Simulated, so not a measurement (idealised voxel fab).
process module | voxel spacer lines
cross-section cut | 200 nm wide | cells 5 nm
A cross-section is a grid of square cells, given in bands from the top down. A band is one or more rows of cells.
Each band's line starts with the height of the band's top and of its bottom, in nm. Then come its materials from left to right, each with its width in nm. One material with "throughout" fills the band from edge to edge. "air" is empty space.
Height 0 is the level under which the wafer as received is all one material. The lowest band goes on downwards, as in "0 down".
A width such as "30 to 40" changes by the same amount from each row of cells to the next, from the band's top row to its bottom row.
"no change" after a step means that no cell of the cross-section changed.
closed voids: empty space of 8 cells or more with no open way to the top, each as width x height at its distance from the left edge, in nm
after a step's settings: what the simulator itself notes on the step
overlay nm, on a step with a mask: how far to the right of its planned place the mask lay; to the left if negative
plan
1 op RECEIVE | material Si
2 op CONFORMAL_DEP | material Al2O3 | thk nm 5
3 op DIRECTIONAL_DEP | material TiN | thk nm 20
4 op DIRECTIONAL_DEP | material polySi | thk nm 20
5 op PATTERN | tone cover | mask id MANDREL | material resist | width nm 20 | pitch nm 70 | thk nm 25 | overlay nm 0
6 op DIRECTIONAL_ETCH | etch materials polySi | depth nm 20
7 op STRIP | etch materials resist
8 op CONFORMAL_DEP | material SiO2 | thk nm 15
9 op DIRECTIONAL_ETCH | etch materials SiO2 | depth nm 15
10 op STRIP | etch materials polySi
11 op DIRECTIONAL_ETCH | etch materials TiN | depth nm 10
12 op STRIP | etch materials SiO2
varied across the wafers: depth nm of step 11. The plan shows the first wafer's value. All wafers start alike
first wafer as received, after step 1
  0 down: Si throughout
  closed voids: none
each wafer at the end: cells of each material gained (+) or lost (-) since it was received, then its closed voids
depth nm 10 | +40 Al2O3 | +104 TiN | closed voids: none
depth nm 15 | +40 Al2O3 | +76 TiN | closed voids: none
depth nm 20 | +40 Al2O3 | +48 TiN | closed voids: none
depth nm 25 | +40 Al2O3 | +48 TiN | closed voids: none
depth nm 30 | +40 Al2O3 | +48 TiN | closed voids: none
depth nm 35 | +40 Al2O3 | +48 TiN | closed voids: none
